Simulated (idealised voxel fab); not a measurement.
process module | voxel tone inversion
cross-section cut | 215 nm wide | cells 5 nm
A cross-section is a grid of square cells, given in bands from the top down. A band is one or more rows of cells.
Each band's line starts with the height of the band's top and of its bottom, in nm. Then come its materials from left to right, each with its width in nm. One material with "throughout" fills the band from edge to edge. "air" is empty space.
Height 0 is the level under which the wafer as received is all one material. The lowest band goes on downwards, as in "0 down".
A width such as "30 to 40" changes by the same amount from each row of cells to the next, from the band's top row to its bottom row.
"no change" after a step means that no cell of the cross-section changed.
closed voids: empty space of 8 cells or more with no open way to the top, each as width x height at its distance from the left edge, in nm
after a step's settings: what the simulator itself notes on the step
overlay nm, on a step with a mask: how far to the right of its planned place the mask lay; to the left if negative
plan
1 op RECEIVE | material Si
2 op CONFORMAL_DEP | material SiN | thk nm 10
3 op DIRECTIONAL_DEP | material polySi | thk nm 25
4 op PATTERN | tone cover | mask id POSTS | material resist | width nm 20 | pitch nm 50 | thk nm 35 | overlay nm -15
5 op DIRECTIONAL_ETCH | etch materials polySi | depth nm 25
6 op STRIP | etch materials resist
7 op FILL_DEP | material lowk | thk nm 5
8 op CMP | height nm 35
9 op STRIP | etch materials polySi
10 op CONFORMAL_DEP | material TiN | thk nm 5
11 op FILL_DEP | material Ru | thk nm 10
12 op CMP | height nm 35
13 op CONFORMAL_DEP | material SiCN | thk nm 5
varied across the wafers: overlay nm of step 4. The plan shows the first wafer's value. All wafers start alike
first wafer as received, after step 1
  0 down: Si throughout
  closed voids: none
first wafer at the end, after step 13
  40 to 35: SiCN throughout
  35 to 15: lowk 30 | TiN 5 | Ru 10 | TiN 5 | lowk 30 | TiN 5 | Ru 10 | TiN 5 | lowk 30 | TiN 5 | Ru 10 | TiN 5 | lowk 65
  15 to 10: lowk 30 | TiN 20 | lowk 30 | TiN 20 | lowk 30 | TiN 20 | lowk 65
  10 to 0: SiN throughout
  0 down: Si throughout
  closed voids: none
last wafer at the end
  40 to 35: SiCN throughout
  35 to 15: lowk 60 | TiN 5 | Ru 10 | TiN 5 | lowk 30 | TiN 5 | Ru 10 | TiN 5 | lowk 30 | TiN 5 | Ru 10 | TiN 5 | lowk 35
  15 to 10: lowk 60 | TiN 20 | lowk 30 | TiN 20 | lowk 30 | TiN 20 | lowk 35
  10 to 0: SiN throughout
  0 down: Si throughout
  closed voids: none
each wafer at the end: cells of each material gained (+) or lost (-) since it was received, then its closed voids
overlay nm -15 | +24 Ru | +43 SiCN | +86 SiN | +36 TiN | +155 lowk | closed voids: none
overlay nm -10 | +24 Ru | +43 SiCN | +86 SiN | +36 TiN | +155 lowk | closed voids: none
overlay nm -5 | +24 Ru | +43 SiCN | +86 SiN | +36 TiN | +155 lowk | closed voids: none
overlay nm 0 | +24 Ru | +43 SiCN | +86 SiN | +36 TiN | +155 lowk | closed voids: none
overlay nm 5 | +24 Ru | +43 SiCN | +86 SiN | +36 TiN | +155 lowk | closed voids: none
overlay nm 10 | +24 Ru | +43 SiCN | +86 SiN | +36 TiN | +155 lowk | closed voids: none
overlay nm 15 | +24 Ru | +43 SiCN | +86 SiN | +36 TiN | +155 lowk | closed voids: none
